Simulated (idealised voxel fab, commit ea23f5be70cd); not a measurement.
The process module that follows is named voxel spacer lines.
Square cell edge 5 nm, section width 230 nm, ID cut.
Bands, listed from the top down, are how a cross-section gets written in this document; the cross-section itself is a grid of square cells, and a band is one or more rows of them.
First you get the band's top height and its bottom height, in nm, and then the materials it's made of, left to right, with each width in nm. If you see a single material with "throughout", that one covers the band edge to edge. "blank" is empty space.
The reference from which all heights are counted is 0, the level beneath which the as-received wafer is entirely one material; the lowest band, having no lower bound, proceeds downward and is written after the example "0 -> down".
Top row gets the first number, bottom row gets the second, and each row in between changes by the same step: that is how a band width like "30..40" works.
Basically "all unchanged" means that step didn't change any cell in the cross-section.
"Unvented cavities": sealed empty spaces, 8 cells or more, no open way to top, listed width x height at distance, with distance from the left edge and width, height and distance in nm.
On each step's line, the part that comes after the settings is the simulator's own comment on the step.
overlay nm: right-of-plan distance of the mask on a masked step; negative values mean left-of-plan.

plan:
| 1 | RECEIVE, material Si |
| 2 | CONFORMAL_DEP, material Al2O3, thk nm 5 |
| 3 | DIRECTIONAL_DEP, material SiN, thk nm 15 |
| 4 | DIRECTIONAL_DEP, material aC, thk nm 25 |
| 5 | PATTERN, tone cover, mask id MANDREL, material resist, width nm 25, pitch nm 80, thk nm 30, overlay nm 0 |
| 6 | DIRECTIONAL_ETCH, etch materials aC, depth nm 25 |
| 7 | STRIP, etch materials resist |
| 8 | CONFORMAL_DEP, material SiO2, thk nm 15 |
| 9 | DIRECTIONAL_ETCH, etch materials SiO2, depth nm 15 |
| 10 | STRIP, etch materials aC |
| 11 | DIRECTIONAL_ETCH, etch materials SiN, depth nm 15 |
| 12 | STRIP, etch materials SiO2 |

This is the cross-section of the wafer as we received it, i.e. after step 1:
- 0 -> down = Si throughout
- Unvented cavities: none

End-of-module XS, first of two wafers, run as planned:
- 20 -> 5 = 45 of blank  15 of SiN  25 of blank  15 of SiN  25 of blank  15 of SiN  25 of blank  15 of SiN  50 of blank
- 5 -> 0 = Al2O3 throughout
- 0 -> down = Si throughout
- Unvented cavities: none

This is the second of the two wafers, cross-sectioned at the end of the module; it started exactly like the first and was given the same plan, but it was run with one mistake:
- 20 -> 5 = 45 of blank  15 of SiN  30 of blank  15 of SiN  20 of blank  15 of SiN  30 of blank  15 of SiN  45 of blank
- 5 -> 0 = Al2O3 throughout
- 0 -> down = Si throughout
- Unvented cavities: none
Deviation from plan: contrary to plan, step 5 was performed as PATTERN, tone cover, mask id MANDREL, material resist, width nm 30, pitch nm 80, thk nm 30, overlay nm 0
So at the finish, the second wafer's got exactly as many cells of each material as the first, just not in the same spots.
